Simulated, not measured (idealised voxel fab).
Process module in this document: voxel self aligned contacts
Each square cell in cross-section cut measures 5 nm, and the section as a whole is 185 nm wide.
How to read a cross-section here: the picture is a grid of square cells, written as bands going from the top down, and any band can span one or more rows of cells. Each band's line starts with the height of the band's top and of its bottom, in nm. Then come its materials from left to right, each with its width in nm. One material with "all across" fills the band from edge to edge. "blank" is empty space. Heights are reckoned from 0. Under this level, the received wafer is all of one material. The bottommost band is open-ended downward, for example "0 down". A width given as "30..40" starts at the first number in the band's top row and ends at the second number in its bottom row, shifting by an equal amount at every step from row to row. It should be understood that the words "no alterations made", when stated for a given step, signify that the cross-section underwent no change in any of its cells during that step. What "Cavities, closed" gives you is every empty space of 8 cells or more that is cut off from the top. Each appears as width x height at distance, with the distance taken from the left edge and width, height and distance all in nm. Anything after a step's settings on that line? It's the simulator's own note about the step. What "overlay nm" on a step's line means: if the step has a mask, that mask lay this far to the right of its planned place, or, when the value is negative, to the left.
# Listed below are the process steps as planned
- 1: RECEIVE: material Si
- 2: CONFORMAL_DEP: material SiO2, thk nm 5
- 3: DIRECTIONAL_DEP: material polySi, thk nm 25
- 4: DIRECTIONAL_DEP: material SiN, thk nm 20
- 5: MASKED_ETCH: tone cover, mask id GATE, width nm 25, pitch nm 55, etch materials SiN, depth nm 20, overlay nm 0
- 6: MASKED_ETCH: tone cover, mask id GATE, width nm 25, pitch nm 55, etch materials polySi, depth nm 25, overlay nm 0
- 7: CONFORMAL_DEP: material SiN, thk nm 5
- 8: DIRECTIONAL_ETCH: etch materials SiN, depth nm 5
- 9: FILL_DEP: material SiO2, thk nm 15
- 10: CMP: height nm 60
- 11: DIRECTIONAL_DEP: material aC, thk nm 15
- 12: PATTERN: tone open, mask id CONTACT, material resist, width nm 40, thk nm 35, overlay nm 0
- 13: DIRECTIONAL_ETCH: etch materials aC, depth nm 15
- 14: STRIP: etch materials resist
- 15: DIRECTIONAL_ETCH: etch materials SiO2, depth nm 60
- 16: STRIP: etch materials aC
- 17: CONFORMAL_DEP: material TiN, thk nm 5
- 18: FILL_DEP: material Ru, thk nm 10
- 19: CMP: height nm 60
- 20: CONFORMAL_DEP: material SiCN, thk nm 5
# First of two wafers: run as planned
# As-received state of the wafer in cross-section, equivalent to post-step 1
- 0 down = Si all across
- Cavities, closed: none
# After step 2: wafer cross-section
- 5 to 0 = SiO2 all across
- Everything below 0 is unchanged.
# After step 3: wafer cross-section
- 30 to 5 = polySi all across
- Everything below 5 is unchanged.
# After step 4: wafer cross-section
- 50 to 30 = SiN all across
- Everything below 30 is unchanged.
# After step 5: wafer cross-section
- 50 to 30 = blank: 50, then SiN: 25, then blank: 30, then SiN: 25, then blank: 55
- Everything below 30 is unchanged.
# After step 6: wafer cross-section
- 50 to 30 = blank: 50, then SiN: 25, then blank: 30, then SiN: 25, then blank: 55
- 30 to 5 = blank: 50, then polySi: 25, then blank: 30, then polySi: 25, then blank: 55
- Everything below 5 is unchanged.
# After step 7: wafer cross-section
- 55 to 30 = blank: 45, then SiN: 35, then blank: 20, then SiN: 35, then blank: 50
- 30 to 10 = blank: 45, then SiN: 5, then polySi: 25, then SiN: 5, then blank: 20, then SiN: 5, then polySi: 25, then SiN: 5, then blank: 50
- 10 to 5 = SiN: 50, then polySi: 25, then SiN: 30, then polySi: 25, then SiN: 55
- Everything below 5 is unchanged.
# After step 8: wafer cross-section
- 50 to 30 = blank: 45, then SiN: 35, then blank: 20, then SiN: 35, then blank: 50
- 30 to 5 = blank: 45, then SiN: 5, then polySi: 25, then SiN: 5, then blank: 20, then SiN: 5, then polySi: 25, then SiN: 5, then blank: 50
- Everything below 5 is unchanged.
# After step 9: wafer cross-section
- 65 to 50 = SiO2 all across
- 50 to 30 = SiO2: 45, then SiN: 35, then SiO2: 20, then SiN: 35, then SiO2: 50
- 30 to 5 = SiO2: 45, then SiN: 5, then polySi: 25, then SiN: 5, then SiO2: 20, then SiN: 5, then polySi: 25, then SiN: 5, then SiO2: 50
- Everything below 5 is unchanged.
# After step 10: wafer cross-section
- 60 to 50 = SiO2 all across
- Everything below 50 is unchanged.
# After step 11: wafer cross-section
- 75 to 60 = aC all across
- Everything below 60 is unchanged.
# After step 12: wafer cross-section
- 110 to 75 = resist: 70, then blank: 40, then resist: 75
- Everything below 75 is unchanged.
# After step 13: wafer cross-section
- 95 to 75 = resist: 70, then blank: 40, then resist: 75
- 75 to 60 = aC: 70, then blank: 40, then aC: 75
- Everything below 60 is unchanged.
# After step 14: wafer cross-section
- 75 to 60 = aC: 70, then blank: 40, then aC: 75
- Everything below 60 is unchanged.
# After step 15: wafer cross-section
- 75 to 60 = aC: 70, then blank: 40, then aC: 75
- 60 to 50 = SiO2: 70, then blank: 40, then SiO2: 75
- 50 to 30 = SiO2: 45, then SiN: 35, then blank: 20, then SiN: 35, then SiO2: 50
- 30 to 5 = SiO2: 45, then SiN: 5, then polySi: 25, then SiN: 5, then blank: 20, then SiN: 5, then polySi: 25, then SiN: 5, then SiO2: 50
- 5 to 0 = SiO2: 80, then blank: 20, then SiO2: 85
- Everything below 0 is unchanged.
# After step 16: wafer cross-section
- 60 to 50 = SiO2: 70, then blank: 40, then SiO2: 75
- Everything below 50 is unchanged.
# After step 17: wafer cross-section
- 65 to 60 = TiN: 75, then blank: 30, then TiN: 80
- 60 to 50 = SiO2: 70, then TiN: 5..15, then blank: 30..10, then TiN: 5..15, then SiO2: 75
- 50 to 30 = SiO2: 45, then SiN: 35, then TiN: 5, then blank: 10, then TiN: 5, then SiN: 35, then SiO2: 50
- 30 to 5 = SiO2: 45, then SiN: 5, then polySi: 25, then SiN: 5, then TiN: 5, then blank: 10, then TiN: 5, then SiN: 5, then polySi: 25, then SiN: 5, then SiO2: 50
- 5 to 0 = SiO2: 80, then TiN: 20, then SiO2: 85
- Everything below 0 is unchanged.
# After step 18: wafer cross-section
- 75 to 65 = Ru all across
- 65 to 60 = TiN: 75, then Ru: 30, then TiN: 80
- 60 to 50 = SiO2: 70, then TiN: 5..15, then Ru: 30..10, then TiN: 5..15, then SiO2: 75
- 50 to 30 = SiO2: 45, then SiN: 35, then TiN: 5, then Ru: 10, then TiN: 5, then SiN: 35, then SiO2: 50
- 30 to 5 = SiO2: 45, then SiN: 5, then polySi: 25, then SiN: 5, then TiN: 5, then Ru: 10, then TiN: 5, then SiN: 5, then polySi: 25, then SiN: 5, then SiO2: 50
- Everything below 5 is unchanged.
# After step 19: wafer cross-section
- 60 to 50 = SiO2: 70, then TiN: 5..15, then Ru: 30..10, then TiN: 5..15, then SiO2: 75
- Everything below 50 is unchanged.
# After step 20: wafer cross-section
- 65 to 60 = SiCN all across
- Everything below 60 is unchanged.
# The second wafer was prepared from the same starting point and under the same plan as the first; its processing contained one mistake, and it remains indistinguishable from the first wafer up to and including step 4
# X-section, second wafer, when step 5 was due to finish
- 50 to 30 = blank: 55, then SiN: 20, then blank: 35, then SiN: 20, then blank: 55
- Everything below 30 is unchanged.
# X-section, second wafer, when step 6 was due to finish
- 50 to 30 = blank: 55, then SiN: 20, then blank: 35, then SiN: 20, then blank: 55
- 30 to 5 = blank: 50, then polySi: 25, then blank: 30, then polySi: 25, then blank: 55
- Everything below 5 is unchanged.
# X-section, second wafer, when step 7 was due to finish
- 55 to 35 = blank: 50, then SiN: 30, then blank: 25, then SiN: 30, then blank: 50
- 35 to 30 = blank: 45, then SiN: 35, then blank: 20, then SiN: 35, then blank: 50
- 30 to 10 = blank: 45, then SiN: 5, then polySi: 25, then SiN: 5, then blank: 20, then SiN: 5, then polySi: 25, then SiN: 5, then blank: 50
- 10 to 5 = SiN: 50, then polySi: 25, then SiN: 30, then polySi: 25, then SiN: 55
- Everything below 5 is unchanged.
# X-section, second wafer, when step 8 was due to finish
- 50 to 30 = blank: 50, then SiN: 30, then blank: 25, then SiN: 30, then blank: 50
- 30 to 5 = blank: 45, then SiN: 5, then polySi: 25, then SiN: 5, then blank: 20, then SiN: 5, then polySi: 25, then SiN: 5, then blank: 50
- Everything below 5 is unchanged.
# X-section, second wafer, when step 9 was due to finish
- 65 to 50 = SiO2 all across
- 50 to 30 = SiO2: 50, then SiN: 30, then SiO2: 25, then SiN: 30, then SiO2: 50
- 30 to 5 = SiO2: 45, then SiN: 5, then polySi: 25, then SiN: 5, then SiO2: 20, then SiN: 5, then polySi: 25, then SiN: 5, then SiO2: 50
- Everything below 5 is unchanged.
# X-section, second wafer, when step 10 was due to finish
- 60 to 50 = SiO2 all across
- Everything below 50 is unchanged.
# X-section, second wafer, when step 11 was due to finish
- 75 to 60 = aC all across
- Everything below 60 is unchanged.
# X-section, second wafer, when step 12 was due to finish
- 110 to 75 = resist: 70, then blank: 40, then resist: 75
- Everything below 75 is unchanged.
# X-section, second wafer, when step 13 was due to finish
- 95 to 75 = resist: 70, then blank: 40, then resist: 75
- 75 to 60 = aC: 70, then blank: 40, then aC: 75
- Everything below 60 is unchanged.
# X-section, second wafer, when step 14 was due to finish
- 75 to 60 = aC: 70, then blank: 40, then aC: 75
- Everything below 60 is unchanged.
# X-section, second wafer, when step 15 was due to finish
- 75 to 60 = aC: 70, then blank: 40, then aC: 75
- 60 to 50 = SiO2: 70, then blank: 40, then SiO2: 75
- 50 to 30 = SiO2: 50, then SiN: 30, then blank: 25, then SiN: 30, then SiO2: 50
- 30 to 5 = SiO2: 45, then SiN: 5, then polySi: 25, then SiN: 5, then blank: 20, then SiN: 5, then polySi: 25, then SiN: 5, then SiO2: 50
- 5 to 0 = SiO2: 80, then blank: 20, then SiO2: 85
- Everything below 0 is unchanged.
# X-section, second wafer, when step 16 was due to finish
- 60 to 50 = SiO2: 70, then blank: 40, then SiO2: 75
- Everything below 50 is unchanged.
# X-section, second wafer, when step 17 was due to finish
- 65 to 60 = TiN: 75, then blank: 30, then TiN: 80
- 60 to 50 = SiO2: 70, then TiN: 5..15, then blank: 30..15, then TiN: 5..10, then SiO2: 75
- 50 to 35 = SiO2: 50, then SiN: 30, then TiN: 5, then blank: 15, then TiN: 5, then SiN: 30, then SiO2: 50
- 35 to 30 = SiO2: 50, then SiN: 30, then TiN: 5, then blank: 10, then TiN: 10, then SiN: 30, then SiO2: 50
- 30 to 5 = SiO2: 45, then SiN: 5, then polySi: 25, then SiN: 5, then TiN: 5, then blank: 10, then TiN: 5, then SiN: 5, then polySi: 25, then SiN: 5, then SiO2: 50
- 5 to 0 = SiO2: 80, then TiN: 20, then SiO2: 85
- Everything below 0 is unchanged.
# X-section, second wafer, when step 18 was due to finish
- 75 to 65 = Ru all across
- 65 to 60 = TiN: 75, then Ru: 30, then TiN: 80
- 60 to 50 = SiO2: 70, then TiN: 5..15, then Ru: 30..15, then TiN: 5..10, then SiO2: 75
- 50 to 35 = SiO2: 50, then SiN: 30, then TiN: 5, then Ru: 15, then TiN: 5, then SiN: 30, then SiO2: 50
- 35 to 30 = SiO2: 50, then SiN: 30, then TiN: 5, then Ru: 10, then TiN: 10, then SiN: 30, then SiO2: 50
- 30 to 5 = SiO2: 45, then SiN: 5, then polySi: 25, then SiN: 5, then TiN: 5, then Ru: 10, then TiN: 5, then SiN: 5, then polySi: 25, then SiN: 5, then SiO2: 50
- Everything below 5 is unchanged.
# X-section, second wafer, when step 19 was due to finish
- 60 to 50 = SiO2: 70, then TiN: 5..15, then Ru: 30..15, then TiN: 5..10, then SiO2: 75
- Everything below 50 is unchanged.
# X-section, second wafer, when step 20 was due to finish
- 65 to 60 = SiCN all across
- Everything below 60 is unchanged.
So what did we get wrong on this run? step 5 was run on a setting that differed from the plan, and what really ran there is MASKED_ETCH: tone cover, mask id GATE, width nm 20, pitch nm 55, etch materials SiN, depth nm 20, overlay nm 0
Bottom line after processing is that, in cells, the second wafer is up or down on some materials versus the first: +4 Ru, -8 SiN, +4 SiO2
